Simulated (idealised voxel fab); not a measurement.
Presented below is a process module, voxel wiring stack.
The width of the displayed cross-section, cut, is 295 nm; its cells are square, with a size of 5 nm.
Cross-section, as written here: a square-cell grid given band by band from the top down, where a band holds one or more rows of cells. Within each band entry, the heights of the top and of the bottom of the band appear first, in that order and in nm; the materials of the band then follow from left to right, each with its corresponding width in nm. The designation "everywhere" on a single material indicates that it fills the band from edge to edge; the designation "air" indicates empty space. Measure heights from 0. That's the level where, below it, the as-received wafer is all one material. The lowest band is bottomless and extends downward; write it as in "0..down". Width: "30->40" (first number = top row, second number = bottom row, same change from row to row of cells). "remains unaltered" means the step left every cell of the cross-section as it was. So "Enclosed void entries" is basically the list of trapped voids: any empty space of 8 cells or more that can't reach the top through an opening. They're written width x height at distance, the distance being from the left edge, and it's all nm. Heads up: the bit after the settings on a step's line is the simulator's remark on that step. overlay nm: right-of-plan distance of the mask on a masked step; negative values mean left-of-plan.

[Planned step list for the process]
1) RECEIVE, material Si
2) CONFORMAL_DEP, material SiO2, thk nm 10
3) DIRECTIONAL_DEP, material TiN, thk nm 5
4) DIRECTIONAL_DEP, material Ru, thk nm 15
5) PATTERN, tone cover, mask id METAL_1, material resist, width nm 30, pitch nm 60, thk nm 20, overlay nm 0
6) DIRECTIONAL_ETCH, etch materials Ru, depth nm 15
7) DIRECTIONAL_ETCH, etch materials TiN, depth nm 5
8) STRIP, etch materials resist
9) FILL_DEP, material SiO2, thk nm 5
10) CMP, height nm 30
11) CONFORMAL_DEP, material SiCN, thk nm 5
12) DIRECTIONAL_DEP, material SiO2, thk nm 20
13) MASKED_ETCH, tone open, mask id PLUG_1, width nm 15, pitch nm 120, etch materials SiO2, depth nm 20, overlay nm -15
14) MASKED_ETCH, tone open, mask id PLUG_1, width nm 15, pitch nm 120, etch materials SiCN, depth nm 5, overlay nm 0
15) EPI, material Ru, thk nm 10
16) EPI, material Ru, thk nm 10
17) EPI, material Ru, thk nm 5
18) DIRECTIONAL_DEP, material TiN, thk nm 5
19) DIRECTIONAL_DEP, material Ru, thk nm 25
20) MASKED_ETCH, tone cover, mask id METAL_2, width nm 30, pitch nm 60, etch materials Ru, depth nm 25, overlay nm 0
21) MASKED_ETCH, tone cover, mask id METAL_2, width nm 30, pitch nm 60, etch materials TiN, depth nm 5, overlay nm 0
22) CONFORMAL_DEP, material SiCN, thk nm 5
23) FILL_DEP, material SiO2, thk nm 5
24) CMP, height nm 85
25) CONFORMAL_DEP, material SiCN, thk nm 5
The wafers are alike at the start. At step 13, their overlay nm differs. The plan lists the first wafer's value.

[The first of several wafers as received, shown in cross-section; this is its state after step 1]
0..down = Si everywhere
Enclosed void entries: none

[Take a look at the first of several wafers in cross-section: the module is done, and step 25 was its last step]
90..85 = SiCN everywhere
85..60 = SiO2: 35 | SiCN: 5 | Ru: 30 | SiCN: 5 | SiO2: 20 | SiCN: 5 | Ru: 30 | SiCN: 5 | SiO2: 20 | SiCN: 5 | Ru: 30 | SiCN: 5 | SiO2: 20 | SiCN: 5 | Ru: 30 | SiCN: 5 | SiO2: 40
60..55 = SiCN: 30 | SiO2: 5 | SiCN: 5 | TiN: 30 | SiCN: 30 | TiN: 30 | SiCN: 20 | SiO2: 5 | SiCN: 5 | TiN: 30 | SiCN: 30 | TiN: 30 | SiCN: 45
55..40 = SiO2: 25 | SiCN: 5 | SiO2: 5 | SiCN: 5 | SiO2: 105 | SiCN: 5 | SiO2: 5 | SiCN: 5 | SiO2: 135
40..35 = SiO2: 25 | SiCN: 15 | SiO2: 105 | SiCN: 15 | SiO2: 135
35..30 = SiCN everywhere
30..15 = SiO2: 40 | Ru: 30 | SiO2: 30 | Ru: 30 | SiO2: 30 | Ru: 30 | SiO2: 30 | Ru: 30 | SiO2: 45
15..10 = SiO2: 40 | TiN: 30 | SiO2: 30 | TiN: 30 | SiO2: 30 | TiN: 30 | SiO2: 30 | TiN: 30 | SiO2: 45
10..0 = SiO2 everywhere
0..down = Si everywhere
Enclosed void entries: none

[End of module: cross-section, last of several wafers]
90..85 = SiCN everywhere
85..70 = SiO2: 35 | SiCN: 5 | Ru: 15 | SiCN: 5 | SiO2: 35 | SiCN: 5 | Ru: 30 | SiCN: 5 | SiO2: 20 | SiCN: 5 | Ru: 15 | SiCN: 5 | SiO2: 35 | SiCN: 5 | Ru: 30 | SiCN: 5 | SiO2: 40
70..60 = SiO2: 35 | SiCN: 5 | Ru: 15->30 | SiCN: 20->5 | SiO2: 20 | SiCN: 5 | Ru: 30 | SiCN: 5 | SiO2: 20 | SiCN: 5 | Ru: 15->30 | SiCN: 20->5 | SiO2: 20 | SiCN: 5 | Ru: 30 | SiCN: 5 | SiO2: 40
60..55 = SiCN: 40 | TiN: 15 | Ru: 15 | SiCN: 30 | TiN: 30 | SiCN: 30 | TiN: 15 | Ru: 15 | SiCN: 30 | TiN: 30 | SiCN: 45
55..40 = SiO2: 55 | Ru: 15 | SiO2: 105 | Ru: 15 | SiO2: 105
40..35 = SiO2: 55 | TiN: 15 | SiO2: 105 | TiN: 15 | SiO2: 105
35..30 = SiCN everywhere
30..15 = SiO2: 40 | Ru: 30 | SiO2: 30 | Ru: 30 | SiO2: 30 | Ru: 30 | SiO2: 30 | Ru: 30 | SiO2: 45
15..10 = SiO2: 40 | TiN: 30 | SiO2: 30 | TiN: 30 | SiO2: 30 | TiN: 30 | SiO2: 30 | TiN: 30 | SiO2: 45
10..0 = SiO2 everywhere
0..down = Si everywhere
Enclosed void entries: none

[each wafer at the end: cells of each material gained (+) or lost (-) since it was received, then its closed voids]
overlay nm -15, +192 Ru, +209 SiCN, +613 SiO2, +48 TiN, Enclosed void entries: none
overlay nm -10, +218 Ru, +191 SiCN, +605 SiO2, +48 TiN, Enclosed void entries: none
overlay nm -5, +220 Ru, +189 SiCN, +605 SiO2, +48 TiN, Enclosed void entries: none
overlay nm 0, +222 Ru, +187 SiCN, +605 SiO2, +48 TiN, Enclosed void entries: none
overlay nm 5, +220 Ru, +189 SiCN, +605 SiO2, +48 TiN, Enclosed void entries: none
overlay nm 10, +218 Ru, +191 SiCN, +605 SiO2, +48 TiN, Enclosed void entries: none
overlay nm 15, +192 Ru, +199 SiCN, +623 SiO2, +48 TiN, Enclosed void entries: none
